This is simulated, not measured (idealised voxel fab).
voxel gate over fins: a process module
We display cut, a cross-section 295 nm in width whose square cells are each 5 nm.
Cross-section spec: square-cell grid; bands listed top down; each band is one or more rows. Band: top and bottom heights (nm) first, top before bottom; then materials from left to right, widths in nm. "throughout" marks a sole material filling the band edge to edge. "air" denotes empty space. It should be noted that heights are counted from 0, beneath which the wafer as supplied is of one material throughout, and that the lowest band possesses no lower boundary but continues downward, as written in "0 and below". You'd read "30 to 40" like this: the band's top row of cells is as wide as the first number, its bottom row is as wide as the second, and going down, every row changes width by the same amount as the row before did. Any step labelled "changes: none" changed none of the cells in the cross-section. "Trapped void list": empty spaces of 8 cells or more with no open way to the top, each given as width x height at distance, distance from the left edge, all in nm. If you see something after the settings on a step's line, that's the simulator's own remark about that step. When a step includes a mask, the "overlay nm" setting on its line states how far to the right of its planned place that mask lay, and negative values state how far to the left. Reading key. Pairs: pre-step and post-step cross-section, one process step apart; post-step view only to lowest changed band. Step between + settings: beneath pair. Runs: pairs may be from different runs of this module, same starting wafer. Continuation from pair above: only where "State on entry" entry says.
STATE ON ENTRY
  0 and below: Si throughout
  Trapped void list: none
STATE AFTER STEP
  5 down to 0: SiN throughout
  All layers under 0 are left as they were.
  Trapped void list: none
Step taken after the before cross-section and before the after cross-section above: CONFORMAL_DEP, material SiN, thk nm 5
State on entry: taken from the pair above, after panel.
STATE AFTER STEP
  5 down to 0: 70 nm air / 15 nm SiN / 30 nm air / 15 nm SiN / 30 nm air / 15 nm SiN / 30 nm air / 15 nm SiN / 75 nm air
  All layers under 0 are left as they were.
  Trapped void list: none
Step taken after the before cross-section and before the after cross-section above: MASKED_ETCH, tone cover, mask id FINS, width nm 15, pitch nm 45, etch materials SiN, depth nm 5, overlay nm 0
State on entry: taken from the pair above, after panel.
STATE AFTER STEP
  5 down to 0: 70 nm air / 15 nm SiN / 30 nm air / 15 nm SiN / 30 nm air / 15 nm SiN / 30 nm air / 15 nm SiN / 75 nm air
  0 down to -35: 70 nm air / 15 nm Si / 30 nm air / 15 nm Si / 30 nm air / 15 nm Si / 30 nm air / 15 nm Si / 75 nm air
  All layers under -35 are left as they were.
  Trapped void list: none
Step taken after the before cross-section and before the after cross-section above: MASKED_ETCH, tone cover, mask id FINS, width nm 15, pitch nm 45, etch materials Si, depth nm 35, overlay nm 0
State on entry: taken from the pair above, after panel.
STATE AFTER STEP
  20 down to 5: SiO2 throughout
  5 down to 0: 70 nm SiO2 / 15 nm SiN / 30 nm SiO2 / 15 nm SiN / 30 nm SiO2 / 15 nm SiN / 30 nm SiO2 / 15 nm SiN / 75 nm SiO2
  0 down to -35: 70 nm SiO2 / 15 nm Si / 30 nm SiO2 / 15 nm Si / 30 nm SiO2 / 15 nm Si / 30 nm SiO2 / 15 nm Si / 75 nm SiO2
  All layers under -35 are left as they were.
  Trapped void list: none
Step taken after the before cross-section and before the after cross-section above: FILL_DEP, material SiO2, thk nm 15
State on entry: taken from the pair above, after panel.
STATE AFTER STEP
  5 down to 0: 70 nm SiO2 / 15 nm SiN / 30 nm SiO2 / 15 nm SiN / 30 nm SiO2 / 15 nm SiN / 30 nm SiO2 / 15 nm SiN / 75 nm SiO2
  All layers under 0 are left as they were.
  Trapped void list: none
Step taken after the before cross-section and before the after cross-section above: CMP, height nm 5
State on entry: taken from the pair above, after panel.
STATE AFTER STEP
  5 down to 0: 70 nm air / 15 nm SiN / 30 nm air / 15 nm SiN / 30 nm air / 15 nm SiN / 30 nm air / 15 nm SiN / 75 nm air
  0 down to -15: 70 nm air / 15 nm Si / 30 nm air / 15 nm Si / 30 nm air / 15 nm Si / 30 nm air / 15 nm Si / 75 nm air
  All layers under -15 are left as they were.
  Trapped void list: none
Step taken after the before cross-section and before the after cross-section above: SELECTIVE_ETCH, etch materials SiO2, depth nm 20
State on entry: taken from the pair above, after panel.
STATE AFTER STEP
  0 down to -15: 70 nm air / 15 nm Si / 30 nm air / 15 nm Si / 30 nm air / 15 nm Si / 30 nm air / 15 nm Si / 75 nm air
  All layers under -15 are left as they were.
  Trapped void list: none
Step taken after the before cross-section and before the after cross-section above: STRIP, etch materials SiN
State on entry: taken from the pair above, after panel.
STATE AFTER STEP
  5 down to 0: 65 nm air / 25 nm HfO2 / 20 nm air / 25 nm HfO2 / 20 nm air / 25 nm HfO2 / 20 nm air / 25 nm HfO2 / 70 nm air
  0 down to -10: 65 nm air / 5 nm HfO2 / 15 nm Si / 5 nm HfO2 / 20 nm air / 5 nm HfO2 / 15 nm Si / 5 nm HfO2 / 20 nm air / 5 nm HfO2 / 15 nm Si / 5 nm HfO2 / 20 nm air / 5 nm HfO2 / 15 nm Si / 5 nm HfO2 / 70 nm air
  -10 down to -15: 70 nm HfO2 / 15 nm Si / 30 nm HfO2 / 15 nm Si / 30 nm HfO2 / 15 nm Si / 30 nm HfO2 / 15 nm Si / 75 nm HfO2
  All layers under -15 are left as they were.
  Trapped void list: none
Step taken after the before cross-section and before the after cross-section above: CONFORMAL_DEP, material HfO2, thk nm 5
State on entry: taken from the pair above, after panel.
STATE AFTER STEP
  10 down to 5: 60 nm air / 35 nm TiN / 10 nm air / 35 nm TiN / 10 nm air / 35 nm TiN / 10 nm air / 35 nm TiN / 65 nm air
  5 down to 0: 60 nm air / 5 nm TiN / 25 nm HfO2 / 5 nm TiN / 10 nm air / 5 nm TiN / 25 nm HfO2 / 5 nm TiN / 10 nm air / 5 nm TiN / 25 nm HfO2 / 5 nm TiN / 10 nm air / 5 nm TiN / 25 nm HfO2 / 5 nm TiN / 65 nm air
  0 down to -5: 60 nm air / 5 nm TiN / 5 nm HfO2 / 15 nm Si / 5 nm HfO2 / 5 nm TiN / 10 nm air / 5 nm TiN / 5 nm HfO2 / 15 nm Si / 5 nm HfO2 / 5 nm TiN / 10 nm air / 5 nm TiN / 5 nm HfO2 / 15 nm Si / 5 nm HfO2 / 5 nm TiN / 10 nm air / 5 nm TiN / 5 nm HfO2 / 15 nm Si / 5 nm HfO2 / 5 nm TiN / 65 nm air
  -5 down to -10: 65 nm TiN / 5 nm HfO2 / 15 nm Si / 5 nm HfO2 / 20 nm TiN / 5 nm HfO2 / 15 nm Si / 5 nm HfO2 / 20 nm TiN / 5 nm HfO2 / 15 nm Si / 5 nm HfO2 / 20 nm TiN / 5 nm HfO2 / 15 nm Si / 5 nm HfO2 / 70 nm TiN
  All layers under -10 are left as they were.
  Trapped void list: none
Step taken after the before cross-section and before the after cross-section above: CONFORMAL_DEP, material TiN, thk nm 5
State on entry: taken from the pair above, after panel.
STATE AFTER STEP
  15 down to 10: 55 nm air / 180 nm TiAl / 60 nm air
  10 down to 5: 55 nm air / 5 nm TiAl / 35 nm TiN / 10 nm TiAl / 35 nm TiN / 10 nm TiAl / 35 nm TiN / 10 nm TiAl / 35 nm TiN / 5 nm TiAl / 60 nm air
  5 down to 0: 55 nm air / 5 nm TiAl / 5 nm TiN / 25 nm HfO2 / 5 nm TiN / 10 nm TiAl / 5 nm TiN / 25 nm HfO2 / 5 nm TiN / 10 nm TiAl / 5 nm TiN / 25 nm HfO2 / 5 nm TiN / 10 nm TiAl / 5 nm TiN / 25 nm HfO2 / 5 nm TiN / 5 nm TiAl / 60 nm air
  0 down to -5: 60 nm TiAl / 5 nm TiN / 5 nm HfO2 / 15 nm Si / 5 nm HfO2 / 5 nm TiN / 10 nm TiAl / 5 nm TiN / 5 nm HfO2 / 15 nm Si / 5 nm HfO2 / 5 nm TiN / 10 nm TiAl / 5 nm TiN / 5 nm HfO2 / 15 nm Si / 5 nm HfO2 / 5 nm TiN / 10 nm TiAl / 5 nm TiN / 5 nm HfO2 / 15 nm Si / 5 nm HfO2 / 5 nm TiN / 65 nm TiAl
  All layers under -5 are left as they were.
  Trapped void list: none
Step taken after the before cross-section and before the after cross-section above: CONFORMAL_DEP, material TiAl, thk nm 5
State on entry: taken from the pair above, after panel.
STATE AFTER STEP
  20 down to 15: 50 nm air / 190 nm TiN / 55 nm air
  15 down to 10: 50 nm air / 5 nm TiN / 180 nm TiAl / 5 nm TiN / 55 nm air
  10 down to 5: 50 nm air / 5 nm TiN / 5 nm TiAl / 35 nm TiN / 10 nm TiAl / 35 nm TiN / 10 nm TiAl / 35 nm TiN / 10 nm TiAl / 35 nm TiN / 5 nm TiAl / 5 nm TiN / 55 nm air
  5 down to 0: 55 nm TiN / 5 nm TiAl / 5 nm TiN / 25 nm HfO2 / 5 nm TiN / 10 nm TiAl / 5 nm TiN / 25 nm HfO2 / 5 nm TiN / 10 nm TiAl / 5 nm TiN / 25 nm HfO2 / 5 nm TiN / 10 nm TiAl / 5 nm TiN / 25 nm HfO2 / 5 nm TiN / 5 nm TiAl / 60 nm TiN
  All layers under 0 are left as they were.
  Trapped void list: none
Step taken after the before cross-section and before the after cross-section above: CONFORMAL_DEP, material TiN, thk nm 5
State on entry: taken from the pair above, after panel.
STATE AFTER STEP
  30 down to 20: W throughout
  20 down to 15: 50 nm W / 190 nm TiN / 55 nm W
  15 down to 10: 50 nm W / 5 nm TiN / 180 nm TiAl / 5 nm TiN / 55 nm W
  10 down to 5: 50 nm W / 5 nm TiN / 5 nm TiAl / 35 nm TiN / 10 nm TiAl / 35 nm TiN / 10 nm TiAl / 35 nm TiN / 10 nm TiAl / 35 nm TiN / 5 nm TiAl / 5 nm TiN / 55 nm W
  All layers under 5 are left as they were.
  Trapped void list: none
Step taken after the before cross-section and before the after cross-section above: FILL_DEP, material W, thk nm 10
State on entry: taken from the pair above, after panel.
STATE AFTER STEP
  25 down to 20: W throughout
  All layers under 20 are left as they were.
  Trapped void list: none
Step taken after the before cross-section and before the after cross-section above: CMP, height nm 25
State on entry: taken from the pair above, after panel.
STATE AFTER STEP
  30 down to 25: SiN throughout
  All layers under 25 are left as they were.
  Trapped void list: none
Step taken after the before cross-section and before the after cross-section above: CONFORMAL_DEP, material SiN, thk nm 5
STATE ON ENTRY
  20 down to 5: SiO2 throughout
  5 down to 0: 70 nm SiO2 / 15 nm SiN / 30 nm SiO2 / 15 nm SiN / 30 nm SiO2 / 15 nm SiN / 30 nm SiO2 / 15 nm SiN / 75 nm SiO2
  0 down to -35: 70 nm SiO2 / 15 nm Si / 30 nm SiO2 / 15 nm Si / 30 nm SiO2 / 15 nm Si / 30 nm SiO2 / 15 nm Si / 75 nm SiO2
  -35 and below: Si throughout
  Trapped void list: none
STATE AFTER STEP
  5 down to 0: 70 nm air / 15 nm SiN / 30 nm air / 15 nm SiN / 30 nm air / 15 nm SiN / 30 nm air / 15 nm SiN / 75 nm air
  All layers under 0 are left as they were.
  Trapped void list: none
Step taken after the before cross-section and before the after cross-section above: SELECTIVE_ETCH, etch materials SiO2, depth nm 20
State on entry: taken from the pair above, after panel.
STATE AFTER STEP
  0 down to -35: 70 nm SiO2 / 15 nm Si / 30 nm SiO2 / 15 nm Si / 30 nm SiO2 / 15 nm Si / 30 nm SiO2 / 15 nm Si / 75 nm SiO2
  All layers under -35 are left as they were.
  Trapped void list: none
Step taken after the before cross-section and before the after cross-section above: STRIP, etch materials SiN
State on entry: taken from the pair above, after panel.
STATE AFTER STEP
  5 down to 0: HfO2 throughout
  All layers under 0 are left as they were.
  Trapped void list: none
Step taken after the before cross-section and before the after cross-section above: CONFORMAL_DEP, material HfO2, thk nm 5
State on entry: taken from the pair above, after panel.
STATE AFTER STEP
  10 down to 5: TiN throughout
  All layers under 5 are left as they were.
  Trapped void list: none
Step taken after the before cross-section and before the after cross-section above: CONFORMAL_DEP, material TiN, thk nm 5
State on entry: taken from the pair above, after panel.
STATE AFTER STEP
  15 down to 10: TiAl throughout
  All layers under 10 are left as they were.
  Trapped void list: none
Step taken after the before cross-section and before the after cross-section above: CONFORMAL_DEP, material TiAl, thk nm 5
State on entry: taken from the pair above, after panel.
STATE AFTER STEP
  20 down to 15: TiN throughout
  All layers under 15 are left as they were.
  Trapped void list: none
Step taken after the before cross-section and before the after cross-section above: CONFORMAL_DEP, material TiN, thk nm 5
State on entry: taken from the pair above, after panel.
STATE AFTER STEP
  30 down to 20: W throughout
  All layers under 20 are left as they were.
  Trapped void list: none
Step taken after the before cross-section and before the after cross-section above: FILL_DEP, material W, thk nm 10
State on entry: taken from the pair above, after panel.
STATE AFTER STEP
  25 down to 20: W throughout
  All layers under 20 are left as they were.
  Trapped void list: none
Step taken after the before cross-section and before the after cross-section above: CMP, height nm 25
State on entry: taken from the pair above, after panel.
STATE AFTER STEP
  30 down to 25: SiN throughout
  All layers under 25 are left as they were.
  Trapped void list: none
Step taken after the before cross-section and before the after cross-section above: CONFORMAL_DEP, material SiN, thk nm 5
STATE ON ENTRY
  5 down to 0: 65 nm air / 25 nm HfO2 / 20 nm air / 25 nm HfO2 / 20 nm air / 25 nm HfO2 / 20 nm air / 25 nm HfO2 / 70 nm air
  0 down to -10: 65 nm air / 5 nm HfO2 / 15 nm Si / 5 nm HfO2 / 20 nm air / 5 nm HfO2 / 15 nm Si / 5 nm HfO2 / 20 nm air / 5 nm HfO2 / 15 nm Si / 5 nm HfO2 / 20 nm air / 5 nm HfO2 / 15 nm Si / 5 nm HfO2 / 70 nm air
  -10 down to -15: 70 nm HfO2 / 15 nm Si / 30 nm HfO2 / 15 nm Si / 30 nm HfO2 / 15 nm Si / 30 nm HfO2 / 15 nm Si / 75 nm HfO2
  -15 down to -35: 70 nm SiO2 / 15 nm Si / 30 nm SiO2 / 15 nm Si / 30 nm SiO2 / 15 nm Si / 30 nm SiO2 / 15 nm Si / 75 nm SiO2
  -35 and below: Si throughout
  Trapped void list: none
STATE AFTER STEP
  10 down to 5: 60 nm air / 35 nm TiAl / 10 nm air / 35 nm TiAl / 10 nm air / 35 nm TiAl / 10 nm air / 35 nm TiAl / 65 nm air
  5 down to 0: 60 nm air / 5 nm TiAl / 25 nm HfO2 / 5 nm TiAl / 10 nm air / 5 nm TiAl / 25 nm HfO2 / 5 nm TiAl / 10 nm air / 5 nm TiAl / 25 nm HfO2 / 5 nm TiAl / 10 nm air / 5 nm TiAl / 25 nm HfO2 / 5 nm TiAl / 65 nm air
  0 down to -5: 60 nm air / 5 nm TiAl / 5 nm HfO2 / 15 nm Si / 5 nm HfO2 / 5 nm TiAl / 10 nm air / 5 nm TiAl / 5 nm HfO2 / 15 nm Si / 5 nm HfO2 / 5 nm TiAl / 10 nm air / 5 nm TiAl / 5 nm HfO2 / 15 nm Si / 5 nm HfO2 / 5 nm TiAl / 10 nm air / 5 nm TiAl / 5 nm HfO2 / 15 nm Si / 5 nm HfO2 / 5 nm TiAl / 65 nm air
  -5 down to -10: 65 nm TiAl / 5 nm HfO2 / 15 nm Si / 5 nm HfO2 / 20 nm TiAl / 5 nm HfO2 / 15 nm Si / 5 nm HfO2 / 20 nm TiAl / 5 nm HfO2 / 15 nm Si / 5 nm HfO2 / 20 nm TiAl / 5 nm HfO2 / 15 nm Si / 5 nm HfO2 / 70 nm TiAl
  All layers under -10 are left as they were.
  Trapped void list: none
Step taken after the before cross-section and before the after cross-section above: CONFORMAL_DEP, material TiAl, thk nm 5
State on entry: taken from the pair above, after panel.
STATE AFTER STEP
  15 down to 10: 55 nm air / 180 nm TiN / 60 nm air
  10 down to 5: 55 nm air / 5 nm TiN / 35 nm TiAl / 10 nm TiN / 35 nm TiAl / 10 nm TiN / 35 nm TiAl / 10 nm TiN / 35 nm TiAl / 5 nm TiN / 60 nm air
  5 down to 0: 55 nm air / 5 nm TiN / 5 nm TiAl / 25 nm HfO2 / 5 nm TiAl / 10 nm TiN / 5 nm TiAl / 25 nm HfO2 / 5 nm TiAl / 10 nm TiN / 5 nm TiAl / 25 nm HfO2 / 5 nm TiAl / 10 nm TiN / 5 nm TiAl / 25 nm HfO2 / 5 nm TiAl / 5 nm TiN / 60 nm air
  0 down to -5: 60 nm TiN / 5 nm TiAl / 5 nm HfO2 / 15 nm Si / 5 nm HfO2 / 5 nm TiAl / 10 nm TiN / 5 nm TiAl / 5 nm HfO2 / 15 nm Si / 5 nm HfO2 / 5 nm TiAl / 10 nm TiN / 5 nm TiAl / 5 nm HfO2 / 15 nm Si / 5 nm HfO2 / 5 nm TiAl / 10 nm TiN / 5 nm TiAl / 5 nm HfO2 / 15 nm Si / 5 nm HfO2 / 5 nm TiAl / 65 nm TiN
  All layers under -5 are left as they were.
  Trapped void list: none
Step taken after the before cross-section and before the after cross-section above: CONFORMAL_DEP, material TiN, thk nm 5
State on entry: taken from the pair above, after panel.
STATE AFTER STEP
  20 down to 10: 50 nm air / 190 nm TiN / 55 nm air
  10 down to 5: 50 nm air / 10 nm TiN / 35 nm TiAl / 10 nm TiN / 35 nm TiAl / 10 nm TiN / 35 nm TiAl / 10 nm TiN / 35 nm TiAl / 10 nm TiN / 55 nm air
  5 down to 0: 60 nm TiN / 5 nm TiAl / 25 nm HfO2 / 5 nm TiAl / 10 nm TiN / 5 nm TiAl / 25 nm HfO2 / 5 nm TiAl / 10 nm TiN / 5 nm TiAl / 25 nm HfO2 / 5 nm TiAl / 10 nm TiN / 5 nm TiAl / 25 nm HfO2 / 5 nm TiAl / 65 nm TiN
  All layers under 0 are left as they were.
  Trapped void list: none
Step taken after the before cross-section and before the after cross-section above: CONFORMAL_DEP, material TiN, thk nm 5
State on entry: taken from the pair above, after panel.
STATE AFTER STEP
  30 down to 20: W throughout
  20 down to 10: 50 nm W / 190 nm TiN / 55 nm W
  10 down to 5: 50 nm W / 10 nm TiN / 35 nm TiAl / 10 nm TiN / 35 nm TiAl / 10 nm TiN / 35 nm TiAl / 10 nm TiN / 35 nm TiAl / 10 nm TiN / 55 nm W
  All layers under 5 are left as they were.
  Trapped void list: none
Step taken after the before cross-section and before the after cross-section above: FILL_DEP, material W, thk nm 10
State on entry: taken from the pair above, after panel.
STATE AFTER STEP
  25 down to 20: W throughout
  All layers under 20 are left as they were.
  Trapped void list: none
Step taken after the before cross-section and before the after cross-section above: CMP, height nm 25
State on entry: taken from the pair above, after panel.
STATE AFTER STEP
  30 down to 25: SiN throughout
  All layers under 25 are left as they were.
  Trapped void list: none
Step taken after the before cross-section and before the after cross-section above: CONFORMAL_DEP, material SiN, thk nm 5
STATE ON ENTRY
  0 down to -15: 70 nm air / 15 nm Si / 30 nm air / 15 nm Si / 30 nm air / 15 nm Si / 30 nm air / 15 nm Si / 75 nm air
  -15 down to -35: 70 nm SiO2 / 15 nm Si / 30 nm SiO2 / 15 nm Si / 30 nm SiO2 / 15 nm Si / 30 nm SiO2 / 15 nm Si / 75 nm SiO2
  -35 and below: Si throughout
  Trapped void list: none
STATE AFTER STEP
  15 down to 0: 55 nm air / 180 nm HfO2 / 60 nm air
  0 down to -15: 70 nm HfO2 / 15 nm Si / 30 nm HfO2 / 15 nm Si / 30 nm HfO2 / 15 nm Si / 30 nm HfO2 / 15 nm Si / 75 nm HfO2
  All layers under -15 are left as they were.
  Trapped void list: none
Step taken after the before cross-section and before the after cross-section above: CONFORMAL_DEP, material HfO2, thk nm 15
State on entry: taken from the pair above, after panel.
STATE AFTER STEP
  20 down to 15: 50 nm air / 190 nm TiN / 55 nm air
  15 down to 5: 50 nm air / 5 nm TiN / 180 nm HfO2 / 5 nm TiN / 55 nm air
  5 down to 0: 55 nm TiN / 180 nm HfO2 / 60 nm TiN
  All layers under 0 are left as they were.
  Trapped void list: none
Step taken after the before cross-section and before the after cross-section above: CONFORMAL_DEP, material TiN, thk nm 5
State on entry: taken from the pair above, after panel.
STATE AFTER STEP
  25 down to 20: 45 nm air / 200 nm TiAl / 50 nm air
  20 down to 15: 45 nm air / 5 nm TiAl / 190 nm TiN / 5 nm TiAl / 50 nm air
  15 down to 10: 45 nm air / 5 nm TiAl / 5 nm TiN / 180 nm HfO2 / 5 nm TiN / 5 nm TiAl / 50 nm air
  10 down to 5: 50 nm TiAl / 5 nm TiN / 180 nm HfO2 / 5 nm TiN / 55 nm TiAl
  All layers under 5 are left as they were.
  Trapped void list: none
Step taken after the before cross-section and before the after cross-section above: CONFORMAL_DEP, material TiAl, thk nm 5
State on entry: taken from the pair above, after panel.
STATE AFTER STEP
  30 down to 25: 40 nm air / 210 nm TiN / 45 nm air
  25 down to 20: 40 nm air / 5 nm TiN / 200 nm TiAl / 5 nm TiN / 45 nm air
  20 down to 15: 40 nm air / 5 nm TiN / 5 nm TiAl / 190 nm TiN / 5 nm TiAl / 5 nm TiN / 45 nm air
  15 down to 10: 45 nm TiN / 5 nm TiAl / 5 nm TiN / 180 nm HfO2 / 5 nm TiN / 5 nm TiAl / 50 nm TiN
  All layers under 10 are left as they were.
  Trapped void list: none
Step taken after the before cross-section and before the after cross-section above: CONFORMAL_DEP, material TiN, thk nm 5
State on entry: taken from the pair above, after panel.
STATE AFTER STEP
  40 down to 30: W throughout
  30 down to 25: 40 nm W / 210 nm TiN / 45 nm W
  25 down to 20: 40 nm W / 5 nm TiN / 200 nm TiAl / 5 nm TiN / 45 nm W
  20 down to 15: 40 nm W / 5 nm TiN / 5 nm TiAl / 190 nm TiN / 5 nm TiAl / 5 nm TiN / 45 nm W
  All layers under 15 are left as they were.
  Trapped void list: none
Step taken after the before cross-section and before the after cross-section above: FILL_DEP, material W, thk nm 10
State on entry: taken from the pair above, after panel.
STATE AFTER STEP
  25 down to 20: 40 nm W / 5 nm TiN / 200 nm TiAl / 5 nm TiN / 45 nm W
  All layers under 20 are left as they were.
  Trapped void list: none
Step taken after the before cross-section and before the after cross-section above: CMP, height nm 25
State on entry: taken from the pair above, after panel.
STATE AFTER STEP
  30 down to 25: SiN throughout
  All layers under 25 are left as they were.
  Trapped void list: none
Step taken after the before cross-section and before the after cross-section above: CONFORMAL_DEP, material SiN, thk nm 5
STATE ON ENTRY
  0 and below: Si throughout
  Trapped void list: none
STATE AFTER STEP
  5 down to 0: W throughout
  All layers under 0 are left as they were.
  Trapped void list: none
Step taken after the before cross-section and before the after cross-section above: CONFORMAL_DEP, material W, thk nm 5
State on entry: taken from the pair above, after panel.
STATE AFTER STEP
  20 down to 5: SiO2 throughout
  All layers under 5 are left as they were.
  Trapped void list: none
Step taken after the before cross-section and before the after cross-section above: FILL_DEP, material SiO2, thk nm 15
State on entry: taken from the pair above, after panel.
STATE AFTER STEP
  5 down to 0: W throughout
  All layers under 0 are left as they were.
  Trapped void list: none
Step taken after the before cross-section and before the after cross-section above: CMP, height nm 5
State on entry: taken from the pair above, after panel.
STATE AFTER STEP
  10 down to 5: HfO2 throughout
  All layers under 5 are left as they were.
  Trapped void list: none
Step taken after the before cross-section and before the after cross-section above: CONFORMAL_DEP, material HfO2, thk nm 5
State on entry: taken from the pair above, after panel.
STATE AFTER STEP
  15 down to 10: TiN throughout
  All layers under 10 are left as they were.
  Trapped void list: none
Step taken after the before cross-section and before the after cross-section above: CONFORMAL_DEP, material TiN, thk nm 5
State on entry: taken from the pair above, after panel.
STATE AFTER STEP
  20 down to 15: TiAl throughout
  All layers under 15 are left as they were.
  Trapped void list: none
Step taken after the before cross-section and before the after cross-section above: CONFORMAL_DEP, material TiAl, thk nm 5
State on entry: taken from the pair above, after panel.
STATE AFTER STEP
  25 down to 20: TiN throughout
  All layers under 20 are left as they were.
  Trapped void list: none
Step taken after the before cross-section and before the after cross-section above: CONFORMAL_DEP, material TiN, thk nm 5
State on entry: taken from the pair above, after panel.
STATE AFTER STEP
  35 down to 25: W throughout
  All layers under 25 are left as they were.
  Trapped void list: none
Step taken after the before cross-section and before the after cross-section above: FILL_DEP, material W, thk nm 10
State on entry: taken from the pair above, after panel.
STATE AFTER STEP
  25 down to 20: TiN throughout
  All layers under 20 are left as they were.
  Trapped void list: none
Step taken after the before cross-section and before the after cross-section above: CMP, height nm 25
State on entry: taken from the pair above, after panel.
STATE AFTER STEP
  30 down to 25: SiN throughout
  All layers under 25 are left as they were.
  Trapped void list: none
Step taken after the before cross-section and before the after cross-section above: CONFORMAL_DEP, material SiN, thk nm 5
